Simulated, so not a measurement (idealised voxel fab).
Process module name: voxel self aligned contacts
We display cut, a cross-section 175 nm in width whose square cells are each 5 nm.
Think of the cross-section as a grid of square cells. We describe it in bands, top to bottom, and each band covers one or more rows of those cells.
The band entry comprises the height of the band's top followed by the height of its bottom, expressed in nm, and subsequently the band's materials from left to right, each stated together with its width in nm. Where a single material is marked with the word "edge to edge", that material fills the band from edge to edge. The word "empty" represents empty space.
The level at which height equals 0 is the one under which the wafer, as it arrives, is entirely one material. No lower edge exists for the bottom band, which continues downward and is notated as in "z 0 and below".
Width spec "30->40" -> top row of cells at first value, bottom row at second value, equal per-row change in between.
Reading "no change" for a step: not a cell of the cross-section changed in it.
Under "Voids, enclosed" you'll find the enclosed gaps, the ones with no way out to the top, that are 8 cells or bigger; each reads width x height at distance, with distance counted from the left edge, everything in nm.
Where a step's line continues beyond its settings, the continuation is a remark by the simulator itself on that step.
overlay nm: mask offset rightward from planned place, masked step; negative means leftward offset.
The following list gives the planned process steps:
1. RECEIVE (material Si)
2. OXIDIZE (depth nm 5)
3. DIRECTIONAL_DEP (material polySi; thk nm 25)
4. DIRECTIONAL_DEP (material SiN; thk nm 20)
5. MASKED_ETCH (tone cover; mask id GATE; width nm 25; pitch nm 65; etch materials SiN; depth nm 20; overlay nm 0)
6. MASKED_ETCH (tone cover; mask id GATE; width nm 25; pitch nm 65; etch materials polySi; depth nm 25; overlay nm 0)
7. CONFORMAL_DEP (material SiN; thk nm 10)
8. DIRECTIONAL_ETCH (etch materials SiN; depth nm 10)
9. FILL_DEP (material SiO2; thk nm 10)
10. CMP (height nm 50)
11. PATTERN (tone open; mask id CONTACT; material resist; width nm 50; thk nm 15; overlay nm 0)
12. DIRECTIONAL_ETCH (etch materials SiO2; depth nm 55)
13. STRIP (etch materials resist)
14. CONFORMAL_DEP (material TiN; thk nm 5)
15. FILL_DEP (material W; thk nm 10)
16. CMP (height nm 50)
17. CONFORMAL_DEP (material SiCN; thk nm 5)
Received-state cross-section, reflecting completion of step 1:
- z 0 and below = Si edge to edge
- Voids, enclosed: none
First wafer at the end, as planned:
- z 55 to 50 = SiCN edge to edge
- z 50 to 45 = SiO2=60 | TiN=20 | W=10 | TiN=20 | SiO2=65
- z 45 to 25 = SiO2=30 | SiN=45 | TiN=5 | W=10 | TiN=5 | SiN=45 | SiO2=35
- z 25 to 0 = SiO2=30 | SiN=10 | polySi=25 | SiN=10 | TiN=5 | W=10 | TiN=5 | SiN=10 | polySi=25 | SiN=10 | SiO2=35
- z 0 to -5 = SiO2=75 | TiN=20 | SiO2=80
- z -5 and below = Si edge to edge
- Voids, enclosed: none
Second wafer through the module, sectioned at the end: same beginning and same plan as the first wafer, with one mistake in carrying it out:
- z 55 to 50 = SiCN edge to edge
- z 50 to 45 = SiO2=65 | TiN=15 | W=10 | TiN=20 | SiO2=65
- z 45 to 25 = SiO2=30 | SiN=45 | TiN=5 | W=10 | TiN=5 | SiN=45 | SiO2=35
- z 25 to 0 = SiO2=30 | SiN=10 | polySi=25 | SiN=10 | TiN=5 | W=10 | TiN=5 | SiN=10 | polySi=25 | SiN=10 | SiO2=35
- z 0 to -5 = SiO2=75 | TiN=20 | SiO2=80
- z -5 and below = Si edge to edge
- Voids, enclosed: none
Nonconformance to the process plan: the process deviated at step 11: the operation and settings actually run there were PATTERN (tone open; mask id CONTACT; material resist; width nm 45; thk nm 15; overlay nm 0)
Count the cells at the end and the second wafer has more or fewer of some materials than the first: SiO2 +1 | TiN -1
